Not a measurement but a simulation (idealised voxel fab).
A process module follows: voxel lift off.
Each square cell in cross-section cut measures 5 nm, and the section as a whole is 260 nm wide.
Think of the cross-section as a grid of square cells. We describe it in bands, top to bottom, and each band covers one or more rows of those cells. The band entry comprises the height of the band's top followed by the height of its bottom, expressed in nm, and subsequently the band's materials from left to right, each stated together with its width in nm. Where a single material is marked with the word "full width", that material fills the band from edge to edge. The word "air" represents empty space. Convention: height 0 is the level below which the wafer, as received, is all one material. The lowest band does not terminate at the bottom but continues downward, represented as "z 0 and below". Width: "30 to 40" (first number = top row, second number = bottom row, same change from row to row of cells). The designation "changes: none", where it is given for a processing step, indicates that no cell of the cross-section was altered in the course of that step. Listed in "Voids, enclosed": every empty space of 8 or more cells without an open way to the top. Form: width x height at distance, the distance being from the left edge, all in nm. Anything after a step's settings on that line? It's the simulator's own note about the step. The "overlay nm" setting may appear on a step's line; for a step that uses a mask, it gives how far to the right of its planned position the mask lay, and a negative value indicates the left.

## Intended process steps
1. RECEIVE,material Si
2. CONFORMAL_DEP,material SiO2,thk nm 5
3. PATTERN,tone open,mask id LINES,material resist,width nm 25,pitch nm 45,thk nm 20,overlay nm 0
4. DIRECTIONAL_DEP,material Ru,thk nm 10
5. STRIP,etch materials resist
6. CONFORMAL_DEP,material SiCN,thk nm 10

## On the first of the two wafers: run conducted according to plan

## Cross-section of the incoming wafer, state after step 1
  z 0 and below: Si full width
  Voids, enclosed: none

## Wafer after step 2 (cross-section)
  z 5 to 0: SiO2 full width
  Rest of section, below 0: as before.

## Wafer after step 3 (cross-section)
  z 25 to 5: 70 nm resist  25 nm air  20 nm resist  25 nm air  20 nm resist  25 nm air  75 nm resist
  Rest of section, below 5: as before.

## Wafer after step 4 (cross-section)
  z 35 to 25: 70 nm Ru  25 nm air  20 nm Ru  25 nm air  20 nm Ru  25 nm air  75 nm Ru
  z 25 to 15: 70 nm resist  25 nm air  20 nm resist  25 nm air  20 nm resist  25 nm air  75 nm resist
  z 15 to 5: 70 nm resist  25 nm Ru  20 nm resist  25 nm Ru  20 nm resist  25 nm Ru  75 nm resist
  Rest of section, below 5: as before.

## Wafer after step 5 (cross-section)
  z 15 to 5: 70 nm air  25 nm Ru  20 nm air  25 nm Ru  20 nm air  25 nm Ru  75 nm air
  Rest of section, below 5: as before.

## Wafer after step 6 (cross-section)
  z 25 to 15: 60 nm air  135 nm SiCN  65 nm air
  z 15 to 5: 70 nm SiCN  25 nm Ru  20 nm SiCN  25 nm Ru  20 nm SiCN  25 nm Ru  75 nm SiCN
  Rest of section, below 5: as before.

## Second wafer, same starting conditions and recipe as the first, one mistake in executing it, nothing differs from the first up to and including step 2

## Cross-section of the second wafer when, according to plan, step 3 should have finished
  z 25 to 5: 65 nm resist  25 nm air  20 nm resist  25 nm air  20 nm resist  25 nm air  80 nm resist
  Rest of section, below 5: as before.

## Cross-section of the second wafer when, according to plan, step 4 should have finished
  z 35 to 25: 65 nm Ru  25 nm air  20 nm Ru  25 nm air  20 nm Ru  25 nm air  80 nm Ru
  z 25 to 15: 65 nm resist  25 nm air  20 nm resist  25 nm air  20 nm resist  25 nm air  80 nm resist
  z 15 to 5: 65 nm resist  25 nm Ru  20 nm resist  25 nm Ru  20 nm resist  25 nm Ru  80 nm resist
  Rest of section, below 5: as before.

## Cross-section of the second wafer when, according to plan, step 5 should have finished
  z 15 to 5: 65 nm air  25 nm Ru  20 nm air  25 nm Ru  20 nm air  25 nm Ru  80 nm air
  Rest of section, below 5: as before.

## Cross-section of the second wafer when, according to plan, step 6 should have finished
  z 25 to 15: 55 nm air  135 nm SiCN  70 nm air
  z 15 to 5: 65 nm SiCN  25 nm Ru  20 nm SiCN  25 nm Ru  20 nm SiCN  25 nm Ru  80 nm SiCN
  Rest of section, below 5: as before.
The plan and the run diverged here: step 3 deviated from plan and actually ran as PATTERN,tone open,mask id LINES,material resist,width nm 25,pitch nm 45,thk nm 20,overlay nm -5
By the end, you'd get the same cell count for each material on either wafer, but the second wafer puts them somewhere else.
